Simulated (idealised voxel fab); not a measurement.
The following is a process module called voxel double patterning.
FYI the section here is cut, 200 nm wide, cells are 5 nm squares.
In what follows, cross-sections appear as grids of square cells, described through bands that run from the top down, where every band is one or more rows of cells.
Band entry format. Leading values: height of top, height of bottom, nm. Remainder: materials in left-to-right order, each with its width in nm. Special words: "all across" on a single material, which then fills the band edge to edge; "empty", empty space.
Height is counted from the level 0, under which the received wafer is composed throughout of one material. The lowest of the bands is not closed at the bottom but continues downward, in the notation "top 0, no bottom".
The expression "30 to 40" gives the width at the extremes of the band, the first number at its top row of cells and the second at its bottom row, with the width changing by equal amounts from each row to the next in between.
Key: "no modification" - step with no changed cell in the cross-section.
For the entry "Tabulated closed voids", the listed items are empty spaces with no open way to the top whose size is 8 cells or more; each item follows the pattern width x height at distance, where distance is from the left edge and all three are in nm.
Heads up: the bit after the settings on a step's line is the simulator's remark on that step.
overlay nm: how far to the right of its planned place the mask lay on this masked step (negative: to the left).

Intended process steps
step 1: RECEIVE, material Si
step 2: CONFORMAL_DEP, material SiO2, thk nm 10
step 3: DIRECTIONAL_DEP, material polySi, thk nm 20
step 4: DIRECTIONAL_DEP, material SiN, thk nm 5
step 5: MASKED_ETCH, tone open, mask id FIRST, width nm 15, pitch nm 50, etch materials SiN, depth nm 5, overlay nm 0
step 6: PATTERN, tone open, mask id SECOND, material resist, width nm 15, pitch nm 50, thk nm 15, overlay nm 0
step 7: DIRECTIONAL_ETCH, etch materials SiN, depth nm 5
step 8: STRIP, etch materials resist
step 9: DIRECTIONAL_ETCH, etch materials polySi, depth nm 20
step 10: STRIP, etch materials SiN

The first wafer of two, processed as planned

Incoming wafer in cross-section (state: after step 1)
* top 0, no bottom = Si all across
* Tabulated closed voids: none

After step 2, in cross-section
* top 10, bottom 0 = SiO2 all across
* Under the height 0 nothing was changed.

After step 3, in cross-section
* top 30, bottom 10 = polySi all across
* Under the height 10 nothing was changed.

After step 4, in cross-section
* top 35, bottom 30 = SiN all across
* Under the height 30 nothing was changed.

After step 5, in cross-section
* top 35, bottom 30 = SiN 40 | empty 15 | SiN 35 | empty 15 | SiN 35 | empty 15 | SiN 45
* Under the height 30 nothing was changed.

After step 6, in cross-section
* top 50, bottom 35 = resist 65 | empty 15 | resist 35 | empty 15 | resist 70
* top 35, bottom 30 = SiN 40 | resist 15 | SiN 35 | resist 15 | SiN 35 | resist 15 | SiN 45
* Under the height 30 nothing was changed.

After step 7, in cross-section
* top 50, bottom 35 = resist 65 | empty 15 | resist 35 | empty 15 | resist 70
* top 35, bottom 30 = SiN 40 | resist 15 | SiN 10 | empty 15 | SiN 10 | resist 15 | SiN 10 | empty 15 | SiN 10 | resist 15 | SiN 45
* Under the height 30 nothing was changed.

After step 8, in cross-section
* top 35, bottom 30 = SiN 40 | empty 15 | SiN 10 | empty 15 | SiN 10 | empty 15 | SiN 10 | empty 15 | SiN 10 | empty 15 | SiN 45
* Under the height 30 nothing was changed.

After step 9, in cross-section
* top 35, bottom 30 = SiN 40 | empty 15 | SiN 10 | empty 15 | SiN 10 | empty 15 | SiN 10 | empty 15 | SiN 10 | empty 15 | SiN 45
* top 30, bottom 10 = polySi 40 | empty 15 | polySi 10 | empty 15 | polySi 10 | empty 15 | polySi 10 | empty 15 | polySi 10 | empty 15 | polySi 45
* Under the height 10 nothing was changed.

After step 10, in cross-section
* top 30, bottom 10 = polySi 40 | empty 15 | polySi 10 | empty 15 | polySi 10 | empty 15 | polySi 10 | empty 15 | polySi 10 | empty 15 | polySi 45
* Under the height 10 nothing was changed.

Wafer two. Same start, same plan, one slip in execution. Same as wafer one through step 1, inclusive

The second wafer cut through, at the time step 2 was supposed to be finished
* top 20, bottom 0 = polySi all across
* Under the height 0 nothing was changed.

The second wafer cut through, at the time step 3 was supposed to be finished
* top 30, bottom 20 = SiO2 all across
* Under the height 20 nothing was changed.

The second wafer cut through, at the time step 4 was supposed to be finished
* top 35, bottom 30 = SiN all across
* Under the height 30 nothing was changed.

The second wafer cut through, at the time step 5 was supposed to be finished
* top 35, bottom 30 = SiN 40 | empty 15 | SiN 35 | empty 15 | SiN 35 | empty 15 | SiN 45
* Under the height 30 nothing was changed.

The second wafer cut through, at the time step 6 was supposed to be finished
* top 50, bottom 35 = resist 65 | empty 15 | resist 35 | empty 15 | resist 70
* top 35, bottom 30 = SiN 40 | resist 15 | SiN 35 | resist 15 | SiN 35 | resist 15 | SiN 45
* Under the height 30 nothing was changed.

The second wafer cut through, at the time step 7 was supposed to be finished
* top 50, bottom 35 = resist 65 | empty 15 | resist 35 | empty 15 | resist 70
* top 35, bottom 30 = SiN 40 | resist 15 | SiN 10 | empty 15 | SiN 10 | resist 15 | SiN 10 | empty 15 | SiN 10 | resist 15 | SiN 45
* Under the height 30 nothing was changed.

The second wafer cut through, at the time step 8 was supposed to be finished
* top 35, bottom 30 = SiN 40 | empty 15 | SiN 10 | empty 15 | SiN 10 | empty 15 | SiN 10 | empty 15 | SiN 10 | empty 15 | SiN 45
* Under the height 30 nothing was changed.

The second wafer cut through, at the time step 9 was supposed to be finished: no modification

The second wafer cut through, at the time step 10 was supposed to be finished
* top 30, bottom 20 = SiO2 all across
* Under the height 20 nothing was changed.
Which mistake was made when the wafer was run? plan steps 2 and 3 run swapped
At the finish, the second wafer shows more or fewer cells for some materials than the first does: 60 more of polySi
